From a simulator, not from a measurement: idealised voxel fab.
Module name: voxel self aligned contacts (process module)
Displayed cross-section: cut, width of 300 nm, square cells sized 5 nm.
Reading order for cross-sections: top band down to bottom band. Underlying form: a grid of square cells. Band size: one or more rows of cells.
Band: top and bottom heights (nm) first, top before bottom; then materials from left to right, widths in nm. "everywhere" marks a sole material filling the band edge to edge. "empty" denotes empty space.
Measure heights from 0. That's the level where, below it, the as-received wafer is all one material. The lowest band is bottomless and extends downward; write it as in "0 nm and below".
Graded width ("30 to 40"): value in top row of band = first number; value in bottom row = second number; row-to-row change constant.
When a step is marked "nothing got changed", none of the cells in the cross-section changed during that step.
Each empty space that has no open way to the top and spans at least 8 cells appears under "Completely enclosed voids" as width x height at distance, the distance counted from the left edge, all in nm.
On a step's line, text after the settings is the simulator commenting on that step.
You can add "overlay nm" to a step's line. For a step with a mask, it describes how far the mask lay to the right of its planned position, and a negative number describes a lay to the left.
Planned step list for the process:
1) RECEIVE [material Si]
2) OXIDIZE [depth nm 5]
3) DIRECTIONAL_DEP [material polySi] [thk nm 30]
4) DIRECTIONAL_DEP [material SiN] [thk nm 20]
5) DIRECTIONAL_DEP [material aC] [thk nm 10]
6) PATTERN [tone cover] [mask id GATE] [material resist] [width nm 25] [pitch nm 50] [thk nm 25] [overlay nm 0]
7) DIRECTIONAL_ETCH [etch materials aC] [depth nm 10]
8) STRIP [etch materials resist]
9) DIRECTIONAL_ETCH [etch materials SiN] [depth nm 20]
10) DIRECTIONAL_ETCH [etch materials polySi] [depth nm 30]
11) STRIP [etch materials aC]
12) CONFORMAL_DEP [material SiN] [thk nm 5]
13) DIRECTIONAL_ETCH [etch materials SiN] [depth nm 5]
14) FILL_DEP [material SiO2] [thk nm 10]
15) CMP [height nm 55]
16) PATTERN [tone open] [mask id CONTACT] [material resist] [width nm 35] [pitch nm 50] [thk nm 15] [overlay nm 0]
17) DIRECTIONAL_ETCH [etch materials SiO2] [depth nm 60]
18) STRIP [etch materials resist]
19) CONFORMAL_DEP [material TiN] [thk nm 5]
20) FILL_DEP [material W] [thk nm 5]
21) CMP [height nm 55]
22) CONFORMAL_DEP [material SiCN] [thk nm 5]
Wafer at receipt (post step 1), cross-section:
    0 nm and below: Si everywhere
    Completely enclosed voids: none
Below is the wafer in cross-section after the module was completed. It began from the starting point shown above and followed the plan shown above, except that one mistake was made while running it:
    60 nm to 55 nm: SiCN everywhere
    55 nm to 35 nm: 80 SiO2 | 5 SiN | 25 polySi | 5 SiN | 5 TiN | 5 W | 5 TiN | 5 SiN | 25 polySi | 5 SiN | 5 TiN | 5 W | 5 TiN | 5 SiN | 25 polySi | 5 SiN | 85 SiO2
    35 nm to 30 nm: 80 SiO2 | 5 SiN | 25 polySi | 5 SiN | 15 TiN | 5 SiN | 25 polySi | 5 SiN | 15 TiN | 5 SiN | 25 polySi | 5 SiN | 85 SiO2
    30 nm to 0 nm: polySi everywhere
    0 nm to -5 nm: SiO2 everywhere
    -5 nm and below: Si everywhere
    Completely enclosed voids: none
Want to know what went wrong? plan step 3 was twice executed
